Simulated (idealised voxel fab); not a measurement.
process module | voxel self aligned contacts
cross-section cut | 290 nm wide | cells 5 nm
A cross-section is a grid of square cells, given in bands from the top down. A band is one or more rows of cells.
Each band's line starts with the height of the band's top and of its bottom, in nm. Then come its materials from left to right, each with its width in nm. One material with "throughout" fills the band from edge to edge. "air" is empty space.
Height 0 is the level under which the wafer as received is all one material. The lowest band goes on downwards, as in "0 down".
A width such as "30 to 40" changes by the same amount from each row of cells to the next, from the band's top row to its bottom row.
"no change" after a step means that no cell of the cross-section changed.
closed voids: empty space of 8 cells or more with no open way to the top, each as width x height at its distance from the left edge, in nm
after a step's settings: what the simulator itself notes on the step
overlay nm, on a step with a mask: how far to the right of its planned place the mask lay; to the left if negative
plan
1 op RECEIVE | material Si
2 op CONFORMAL_DEP | material SiO2 | thk nm 5
3 op DIRECTIONAL_DEP | material polySi | thk nm 25
4 op DIRECTIONAL_DEP | material SiN | thk nm 20
5 op DIRECTIONAL_DEP | material aC | thk nm 10
6 op PATTERN | tone cover | mask id GATE | material resist | width nm 35 | pitch nm 80 | thk nm 25 | overlay nm 0
7 op DIRECTIONAL_ETCH | etch materials aC | depth nm 10
8 op STRIP | etch materials resist
9 op DIRECTIONAL_ETCH | etch materials SiN | depth nm 20
10 op DIRECTIONAL_ETCH | etch materials polySi | depth nm 25
11 op STRIP | etch materials aC
12 op CONFORMAL_DEP | material SiN | thk nm 10
13 op DIRECTIONAL_ETCH | etch materials SiN | depth nm 10
14 op FILL_DEP | material SiO2 | thk nm 15
15 op CMP | height nm 55
16 op MASKED_ETCH | tone open | mask id CONTACT | width nm 65 | pitch nm 80 | etch materials SiO2 | depth nm 55 | overlay nm 0
17 op CONFORMAL_DEP | material TiN | thk nm 5
18 op FILL_DEP | material W | thk nm 5
19 op CMP | height nm 55
20 op CONFORMAL_DEP | material SiN | thk nm 5
first wafer, as planned
as received, after step 1
  0 down: Si throughout
  closed voids: none
after step 2
  5 to 0: SiO2 throughout
  below 0: unchanged
after step 3
  30 to 5: polySi throughout
  below 5: unchanged
after step 4
  50 to 30: SiN throughout
  below 30: unchanged
after step 5
  60 to 50: aC throughout
  below 50: unchanged
after step 6
  85 to 60: air 45 | resist 35 | air 45 | resist 35 | air 45 | resist 35 | air 50
  below 60: unchanged
after step 7
  75 to 60: air 45 | resist 35 | air 45 | resist 35 | air 45 | resist 35 | air 50
  60 to 50: air 45 | aC 35 | air 45 | aC 35 | air 45 | aC 35 | air 50
  below 50: unchanged
after step 8
  60 to 50: air 45 | aC 35 | air 45 | aC 35 | air 45 | aC 35 | air 50
  below 50: unchanged
after step 9
  60 to 50: air 45 | aC 35 | air 45 | aC 35 | air 45 | aC 35 | air 50
  50 to 30: air 45 | SiN 35 | air 45 | SiN 35 | air 45 | SiN 35 | air 50
  below 30: unchanged
after step 10
  60 to 50: air 45 | aC 35 | air 45 | aC 35 | air 45 | aC 35 | air 50
  50 to 30: air 45 | SiN 35 | air 45 | SiN 35 | air 45 | SiN 35 | air 50
  30 to 5: air 45 | polySi 35 | air 45 | polySi 35 | air 45 | polySi 35 | air 50
  below 5: unchanged
after step 11
  50 to 30: air 45 | SiN 35 | air 45 | SiN 35 | air 45 | SiN 35 | air 50
  below 30: unchanged
after step 12
  60 to 30: air 35 | SiN 55 | air 25 | SiN 55 | air 25 | SiN 55 | air 40
  30 to 15: air 35 | SiN 10 | polySi 35 | SiN 10 | air 25 | SiN 10 | polySi 35 | SiN 10 | air 25 | SiN 10 | polySi 35 | SiN 10 | air 40
  15 to 5: SiN 45 | polySi 35 | SiN 45 | polySi 35 | SiN 45 | polySi 35 | SiN 50
  below 5: unchanged
after step 13
  50 to 30: air 35 | SiN 55 | air 25 | SiN 55 | air 25 | SiN 55 | air 40
  30 to 5: air 35 | SiN 10 | polySi 35 | SiN 10 | air 25 | SiN 10 | polySi 35 | SiN 10 | air 25 | SiN 10 | polySi 35 | SiN 10 | air 40
  below 5: unchanged
after step 14
  65 to 50: SiO2 throughout
  50 to 30: SiO2 35 | SiN 55 | SiO2 25 | SiN 55 | SiO2 25 | SiN 55 | SiO2 40
  30 to 5: SiO2 35 | SiN 10 | polySi 35 | SiN 10 | SiO2 25 | SiN 10 | polySi 35 | SiN 10 | SiO2 25 | SiN 10 | polySi 35 | SiN 10 | SiO2 40
  below 5: unchanged
after step 15
  55 to 50: SiO2 throughout
  below 50: unchanged
after step 16
  55 to 50: SiO2 70 | air 65 | SiO2 15 | air 65 | SiO2 75
  50 to 30: SiO2 35 | SiN 55 | air 25 | SiN 55 | air 25 | SiN 55 | SiO2 40
  30 to 5: SiO2 35 | SiN 10 | polySi 35 | SiN 10 | air 25 | SiN 10 | polySi 35 | SiN 10 | air 25 | SiN 10 | polySi 35 | SiN 10 | SiO2 40
  5 to 0: SiO2 90 | air 25 | SiO2 55 | air 25 | SiO2 95
  below 0: unchanged
after step 17
  60 to 55: TiN 75 | air 55 | TiN 25 | air 55 | TiN 80
  55 to 50: SiO2 70 | TiN 25 | air 15 | TiN 25 | SiO2 15 | TiN 25 | air 15 | TiN 25 | SiO2 75
  50 to 30: SiO2 35 | SiN 55 | TiN 5 | air 15 | TiN 5 | SiN 55 | TiN 5 | air 15 | TiN 5 | SiN 55 | SiO2 40
  30 to 5: SiO2 35 | SiN 10 | polySi 35 | SiN 10 | TiN 5 | air 15 | TiN 5 | SiN 10 | polySi 35 | SiN 10 | TiN 5 | air 15 | TiN 5 | SiN 10 | polySi 35 | SiN 10 | SiO2 40
  5 to 0: SiO2 90 | TiN 25 | SiO2 55 | TiN 25 | SiO2 95
  below 0: unchanged
after step 18
  65 to 60: W throughout
  60 to 55: TiN 75 | W 55 | TiN 25 | W 55 | TiN 80
  55 to 50: SiO2 70 | TiN 25 | W 15 | TiN 25 | SiO2 15 | TiN 25 | W 15 | TiN 25 | SiO2 75
  50 to 30: SiO2 35 | SiN 55 | TiN 5 | W 15 | TiN 5 | SiN 55 | TiN 5 | W 15 | TiN 5 | SiN 55 | SiO2 40
  30 to 5: SiO2 35 | SiN 10 | polySi 35 | SiN 10 | TiN 5 | W 15 | TiN 5 | SiN 10 | polySi 35 | SiN 10 | TiN 5 | W 15 | TiN 5 | SiN 10 | polySi 35 | SiN 10 | SiO2 40
  below 5: unchanged
after step 19
  55 to 50: SiO2 70 | TiN 25 | W 15 | TiN 25 | SiO2 15 | TiN 25 | W 15 | TiN 25 | SiO2 75
  below 50: unchanged
after step 20
  60 to 55: SiN throughout
  below 55: unchanged
second wafer: like start, like plan, one mistake. Through step 11 it matches the first wafer
when step 12 should have ended
  65 to 30: air 30 | SiN 65 | air 15 | SiN 65 | air 15 | SiN 65 | air 35
  30 to 20: air 30 | SiN 15 | polySi 35 | SiN 15 | air 15 | SiN 15 | polySi 35 | SiN 15 | air 15 | SiN 15 | polySi 35 | SiN 15 | air 35
  20 to 5: SiN 45 | polySi 35 | SiN 45 | polySi 35 | SiN 45 | polySi 35 | SiN 50
  below 5: unchanged
when step 13 should have ended
  55 to 30: air 30 | SiN 65 | air 15 | SiN 65 | air 15 | SiN 65 | air 35
  30 to 10: air 30 | SiN 15 | polySi 35 | SiN 15 | air 15 | SiN 15 | polySi 35 | SiN 15 | air 15 | SiN 15 | polySi 35 | SiN 15 | air 35
  below 10: unchanged
when step 14 should have ended
  70 to 55: SiO2 throughout
  55 to 30: SiO2 30 | SiN 65 | SiO2 15 | SiN 65 | SiO2 15 | SiN 65 | SiO2 35
  30 to 10: SiO2 30 | SiN 15 | polySi 35 | SiN 15 | SiO2 15 | SiN 15 | polySi 35 | SiN 15 | SiO2 15 | SiN 15 | polySi 35 | SiN 15 | SiO2 35
  below 10: unchanged
when step 15 should have ended
  55 to 30: SiO2 30 | SiN 65 | SiO2 15 | SiN 65 | SiO2 15 | SiN 65 | SiO2 35
  below 30: unchanged
when step 16 should have ended
  55 to 30: SiO2 30 | SiN 65 | air 15 | SiN 65 | air 15 | SiN 65 | SiO2 35
  30 to 10: SiO2 30 | SiN 15 | polySi 35 | SiN 15 | air 15 | SiN 15 | polySi 35 | SiN 15 | air 15 | SiN 15 | polySi 35 | SiN 15 | SiO2 35
  below 10: unchanged
when step 17 should have ended
  60 to 55: TiN 100 | air 5 | TiN 75 | air 5 | TiN 105
  55 to 30: SiO2 30 | SiN 65 | TiN 5 | air 5 | TiN 5 | SiN 65 | TiN 5 | air 5 | TiN 5 | SiN 65 | SiO2 35
  30 to 15: SiO2 30 | SiN 15 | polySi 35 | SiN 15 | TiN 5 | air 5 | TiN 5 | SiN 15 | polySi 35 | SiN 15 | TiN 5 | air 5 | TiN 5 | SiN 15 | polySi 35 | SiN 15 | SiO2 35
  15 to 10: SiO2 30 | SiN 15 | polySi 35 | SiN 15 | TiN 15 | SiN 15 | polySi 35 | SiN 15 | TiN 15 | SiN 15 | polySi 35 | SiN 15 | SiO2 35
  below 10: unchanged
when step 18 should have ended
  65 to 60: W throughout
  60 to 55: TiN 100 | W 5 | TiN 75 | W 5 | TiN 105
  55 to 30: SiO2 30 | SiN 65 | TiN 5 | W 5 | TiN 5 | SiN 65 | TiN 5 | W 5 | TiN 5 | SiN 65 | SiO2 35
  30 to 15: SiO2 30 | SiN 15 | polySi 35 | SiN 15 | TiN 5 | W 5 | TiN 5 | SiN 15 | polySi 35 | SiN 15 | TiN 5 | W 5 | TiN 5 | SiN 15 | polySi 35 | SiN 15 | SiO2 35
  below 15: unchanged
when step 19 should have ended
  55 to 30: SiO2 30 | SiN 65 | TiN 5 | W 5 | TiN 5 | SiN 65 | TiN 5 | W 5 | TiN 5 | SiN 65 | SiO2 35
  below 30: unchanged
when step 20 should have ended
  60 to 55: SiN throughout
  below 55: unchanged
what went wrong: step 12 ran as: op CONFORMAL_DEP | material SiN | thk nm 15
at the end the second wafer has, in cells: 112 more of SiN | 40 fewer of SiO2 | 28 fewer of TiN | 44 fewer of W
